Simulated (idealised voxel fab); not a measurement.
process module | voxel plated lines
cross-section cut | 255 nm wide | cells 5 nm
A cross-section is a grid of square cells, given in bands from the top down. A band is one or more rows of cells.
Each band's line starts with the height of the band's top and of its bottom, in nm. Then come its materials from left to right, each with its width in nm. One material with "throughout" fills the band from edge to edge. "air" is empty space.
Height 0 is the level under which the wafer as received is all one material. The lowest band goes on downwards, as in "0 down".
A width such as "30 to 40" changes by the same amount from each row of cells to the next, from the band's top row to its bottom row.
"no change" after a step means that no cell of the cross-section changed.
closed voids: empty space of 8 cells or more with no open way to the top, each as width x height at its distance from the left edge, in nm
after a step's settings: what the simulator itself notes on the step
overlay nm, on a step with a mask: how far to the right of its planned place the mask lay; to the left if negative
plan
1 op RECEIVE | material Si
2 op CONFORMAL_DEP | material Al2O3 | thk nm 15
3 op DIRECTIONAL_DEP | material TiN | thk nm 5
4 op PATTERN | tone open | mask id LINES | material resist | width nm 15 | pitch nm 40 | thk nm 30 | overlay nm 0
5 op EPI | material Ru | thk nm 10
6 op EPI | material Ru | thk nm 5
7 op STRIP | etch materials resist
8 op DIRECTIONAL_ETCH | etch materials TiN | depth nm 5
9 op CONFORMAL_DEP | material SiO2 | thk nm 5
as received, after step 1
  0 down: Si throughout
  closed voids: none
first wafer at the end, as planned
  40 to 35: air 95 | SiO2 25 | air 15 | SiO2 25 | air 95
  35 to 20: air 95 | SiO2 5 | Ru 15 | SiO2 5 | air 15 | SiO2 5 | Ru 15 | SiO2 5 | air 95
  20 to 15: SiO2 100 | TiN 15 | SiO2 25 | TiN 15 | SiO2 100
  15 to 0: Al2O3 throughout
  0 down: Si throughout
  closed voids: none
second wafer at the end: like start, like plan, one mistake
  55 to 50: air 95 | SiO2 25 | air 15 | SiO2 25 | air 95
  50 to 35: air 95 | SiO2 5 | Ru 15 | SiO2 5 | air 15 | SiO2 5 | Ru 15 | SiO2 5 | air 95
  35 to 30: SiO2 100 | TiN 15 | SiO2 25 | TiN 15 | SiO2 100
  30 to 0: Al2O3 throughout
  0 down: Si throughout
  closed voids: none
what went wrong: step 2 was run twice
at the end the second wafer has, in cells: 153 more of Al2O3
